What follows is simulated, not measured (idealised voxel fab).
Title: Process Module voxel transistor to metal
Pictured: cross-section cut, 155 nm wide, on a grid of 5 nm square cells.
Cross-section format: a grid of square cells, given as bands from top to bottom; each band is one or more rows of cells. Basically the band line says how high the top is and how high the bottom is, in nm, and then what's in it from left to right, every material with its width in nm. Empty space shows up as "air", and if a single material carries "everywhere" it runs the full band edge to edge. Ref level 0: as-received wafer is one material below here. Bottom band extends down with no lower bound ("from 0 down"). The expression "30 to 40" gives the width at the extremes of the band, the first number at its top row of cells and the second at its bottom row, with the width changing by equal amounts from each row to the next in between. The designation "no alterations made", where it is given for a processing step, indicates that no cell of the cross-section was altered in the course of that step. Empty spaces counting at least 8 cells and having no open way to the top are listed in "Voids, sealed". The notation width x height at distance is used for each, the distance being from the left edge and all three values in nm. Heads up: the bit after the settings on a step's line is the simulator's remark on that step. overlay nm: step with mask; distance mask lay right of planned place; negative value = left of planned place.
Steps in the process plan
- 1: RECEIVE (material Si)
- 2: OXIDIZE (depth nm 5)
- 3: CONFORMAL_DEP (material SiN; thk nm 15)
- 4: DIRECTIONAL_DEP (material aC; thk nm 15)
- 5: PATTERN (tone cover; mask id ACTIVE; material resist; width nm 110; thk nm 35; overlay nm 0)
- 6: DIRECTIONAL_ETCH (etch materials aC; depth nm 15)
- 7: STRIP (etch materials resist)
- 8: DIRECTIONAL_ETCH (etch materials SiN; depth nm 15)
- 9: DIRECTIONAL_ETCH (etch materials SiO2; depth nm 5)
- 10: DIRECTIONAL_ETCH (etch materials Si; depth nm 35)
- 11: STRIP (etch materials aC)
- 12: OXIDIZE (depth nm 5)
- 13: FILL_DEP (material SiO2; thk nm 15)
- 14: CMP (height nm 15)
- 15: SELECTIVE_ETCH (etch materials SiO2; depth nm 10)
- 16: STRIP (etch materials SiN)
- 17: SELECTIVE_ETCH (etch materials SiO2; depth nm 5)
- 18: OXIDIZE (depth nm 5)
- 19: DIRECTIONAL_DEP (material polySi; thk nm 25)
- 20: DIRECTIONAL_DEP (material SiCN; thk nm 10)
- 21: DIRECTIONAL_DEP (material aC; thk nm 10)
- 22: PATTERN (tone cover; mask id GATE; material resist; width nm 20; thk nm 25; overlay nm 0)
- 23: DIRECTIONAL_ETCH (etch materials aC; depth nm 10)
- 24: STRIP (etch materials resist)
- 25: DIRECTIONAL_ETCH (etch materials SiCN; depth nm 20)
- 26: DIRECTIONAL_ETCH (etch materials polySi; depth nm 35)
- 27: STRIP (etch materials aC)
- 28: CONFORMAL_DEP (material SiN; thk nm 5)
- 29: DIRECTIONAL_ETCH (etch materials SiN; depth nm 5)
- 30: DIRECTIONAL_ETCH (etch materials SiO2; depth nm 5)
- 31: DIRECTIONAL_ETCH (etch materials Si; depth nm 10)
- 32: EPI (material pSi; thk nm 15)
- 33: FILL_DEP (material SiO2; thk nm 10)
- 34: CMP (height nm 30)
- 35: DIRECTIONAL_DEP (material SiO2; thk nm 15)
- 36: MASKED_ETCH (tone open; mask id CONTACT; width nm 30; pitch nm 60; etch materials SiO2; depth nm 50; overlay nm 0)
- 37: CONFORMAL_DEP (material TiN; thk nm 5)
- 38: FILL_DEP (material Ru; thk nm 10)
- 39: CMP (height nm 45)
- 40: CONFORMAL_DEP (material SiCN; thk nm 5)
- 41: DIRECTIONAL_DEP (material SiO2; thk nm 25)
- 42: PATTERN (tone open; mask id METAL_1; material resist; width nm 20; pitch nm 70; thk nm 20; overlay nm 0)
- 43: DIRECTIONAL_ETCH (etch materials SiO2; depth nm 25)
- 44: DIRECTIONAL_ETCH (etch materials SiCN; depth nm 5)
- 45: STRIP (etch materials resist)
- 46: CONFORMAL_DEP (material TiN; thk nm 5)
- 47: FILL_DEP (material W; thk nm 5)
- 48: CMP (height nm 75)
- 49: EPI (material Ru; thk nm 5)
- 50: FILL_DEP (material SiCN; thk nm 5)
Received-state cross-section, reflecting completion of step 1
from 0 down  Si everywhere
Voids, sealed: none
Run as planned - first of the two wafers cross-sectioned at the end of the module
from 85 to 80  SiCN everywhere
from 80 to 75  SiCN 25  Ru 30  SiCN 40  Ru 30  SiCN 30
from 75 to 50  SiO2 30  TiN 5  W 10  TiN 5  SiO2 50  TiN 5  W 10  TiN 5  SiO2 35
from 50 to 45  SiCN 30  TiN 20  SiCN 50  TiN 20  SiCN 35
from 45 to 30  SiO2 30  TiN 5  Ru 20  TiN 5  SiO2 30  TiN 5  Ru 20  TiN 5  SiO2 35
from 30 to 20  SiO2 30  TiN 5  Ru 20  TiN 5  SiN 5  SiCN 20  SiN 5  TiN 5  Ru 20  TiN 5  SiO2 35
from 20 to 10  SiO2 30  TiN 5  Ru 20  TiN 5  SiN 5  polySi 20  SiN 5  TiN 5  Ru 20  TiN 5  SiO2 35
from 10 to 5  SiO2 30  TiN 5  Ru 5  TiN 20  SiN 5  polySi 20  SiN 5  TiN 20  Ru 5  TiN 5  SiO2 35
from 5 to 0  SiO2 30  TiN 5  Ru 5  TiN 5  pSi 15  SiN 5  polySi 20  SiN 5  pSi 15  TiN 5  Ru 5  TiN 5  SiO2 35
from 0 to -5  SiO2 15  SiN 5  SiO2 10  TiN 15  pSi 15  SiN 5  polySi 20  SiN 5  pSi 15  TiN 15  SiO2 10  SiN 5  SiO2 20
from -5 to -10  SiO2 20  pSi 40  SiO2 30  pSi 40  SiO2 25
from -10 to -20  SiO2 25  pSi 35  Si 30  pSi 35  SiO2 30
from -20 to -45  SiO2 25  Si 100  SiO2 30
from -45 down  Si everywhere
Voids, sealed: none
Cross-section at end of module for the second wafer of two, which matched the first in starting point and plan and differed by one mistake in its processing
from 85 to 80  SiCN everywhere
from 80 to 75  SiCN 25  Ru 30  SiCN 40  Ru 30  SiCN 30
from 75 to 65  SiO2 30  TiN 5  W 10  TiN 5  SiO2 50  TiN 5  W 10  TiN 5  SiO2 35
from 65 to 60  SiCN 30  TiN 20  SiCN 50  TiN 20  SiCN 35
from 60 to 50  Ru everywhere
from 50 to 45  TiN 35  Ru 20  TiN 40  Ru 20  TiN 40
from 45 to 30  SiO2 30  TiN 5  Ru 20  TiN 5  SiO2 30  TiN 5  Ru 20  TiN 5  SiO2 35
from 30 to 20  SiO2 30  TiN 5  Ru 20  TiN 5  SiN 5  SiCN 20  SiN 5  TiN 5  Ru 20  TiN 5  SiO2 35
from 20 to 10  SiO2 30  TiN 5  Ru 20  TiN 5  SiN 5  polySi 20  SiN 5  TiN 5  Ru 20  TiN 5  SiO2 35
from 10 to 5  SiO2 30  TiN 5  Ru 5  TiN 20  SiN 5  polySi 20  SiN 5  TiN 20  Ru 5  TiN 5  SiO2 35
from 5 to 0  SiO2 30  TiN 5  Ru 5  TiN 5  pSi 15  SiN 5  polySi 20  SiN 5  pSi 15  TiN 5  Ru 5  TiN 5  SiO2 35
from 0 to -5  SiO2 15  SiN 5  SiO2 10  TiN 15  pSi 15  SiN 5  polySi 20  SiN 5  pSi 15  TiN 15  SiO2 10  SiN 5  SiO2 20
from -5 to -10  SiO2 20  pSi 40  SiO2 30  pSi 40  SiO2 25
from -10 to -20  SiO2 25  pSi 35  Si 30  pSi 35  SiO2 30
from -20 to -45  SiO2 25  Si 100  SiO2 30
from -45 down  Si everywhere
Voids, sealed: none
Heads up, the wafer didn't run the way we planned it: execution of step 39 of the plan did not take place, the step having been omitted
At the finish, the second wafer shows more or fewer cells for some materials than the first does: 70 more of Ru, 69 fewer of SiO2, 11 more of TiN, 12 fewer of W
